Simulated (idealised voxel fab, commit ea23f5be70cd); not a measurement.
Process module under the name voxel fin reveal
In the cross-section labelled cut, the width is 275 nm and each square cell is 5 nm.
A cross-section is written here as square cells arranged in a grid, and it is given in bands from the top down, each band taking up one or more rows of cells.
The entry gives the band's vertical extent as a top height and a bottom height in nm, then its horizontal make-up as materials from left to right, each with a width in nm. "air" stands for empty space; a single material marked "everywhere" fills the band edge to edge.
For the purposes of this specification, 0 denotes the height below which the wafer in its as-received condition is composed wholly of one material, and the lowermost band, lacking a lower limit, extends downward without end, as expressed in "0 -> down".
A two-number width, for instance "30->40", indicates that the width is equal to the first number in the top row of the band and to the second number in the bottom row, and that it changes by a constant amount per row of cells.
"stayed the same", as given for a step, is the statement that not any cell of the cross-section underwent a change during that step.
Internal closed voids: empty space of 8 cells or more with no open way to the top, each as width x height at its distance from the left edge, in nm
Read whatever lies past the settings on a step's line as the simulator's own remark about the step.
The setting "overlay nm" may be written on the line of a step. When the step uses a mask, the value reports how far to the right of the planned place the mask lay, and a negative value reports that it lay to the left.

So here's the lineup of process steps we planned
1. RECEIVE [material Si]
2. CONFORMAL_DEP [material SiN] [thk nm 10]
3. PATTERN [tone cover] [mask id FINS] [material resist] [width nm 15] [pitch nm 35] [thk nm 20] [overlay nm 0]
4. DIRECTIONAL_ETCH [etch materials SiN] [depth nm 10]
5. DIRECTIONAL_ETCH [etch materials Si] [depth nm 40]
6. STRIP [etch materials resist]
7. OXIDIZE [depth nm 5]
8. FILL_DEP [material SiO2] [thk nm 15]
9. CMP [height nm 10]
10. SELECTIVE_ETCH [etch materials SiO2] [depth nm 25]
11. STRIP [etch materials SiN]
12. CONFORMAL_DEP [material HfO2] [thk nm 5]

Here's what the wafer looked like in cross-section when it arrived - that's after step 1
- 0 -> down | Si everywhere
- Internal closed voids: none

First of two wafers: cross-section at end of module, run per plan
- 5 -> 0 | air 110 | HfO2 15 | air 20 | HfO2 15 | air 115
- 0 -> -10 | air 110 | HfO2 5 | Si 5 | HfO2 5 | air 20 | HfO2 5 | Si 5 | HfO2 5 | air 115
- -10 -> -15 | HfO2 115 | Si 5 | HfO2 30 | Si 5 | HfO2 120
- -15 -> -45 | SiO2 115 | Si 5 | SiO2 30 | Si 5 | SiO2 120
- -45 -> down | Si everywhere
- Internal closed voids: none

The second wafer, shown in cross-section after the module: started the same way as the first and given the same plan, yet one mistake crept into how it was run
- 0 -> -15 | air 115 | Si 5 | air 30 | Si 5 | air 120
- -15 -> -45 | SiO2 115 | Si 5 | SiO2 30 | Si 5 | SiO2 120
- -45 -> down | Si everywhere
- Internal closed voids: none
What went wrong in running the wafer? plan step 12 skipped
Counted in cells at the end, the second wafer holds more or fewer of these materials than the first: -67 HfO2
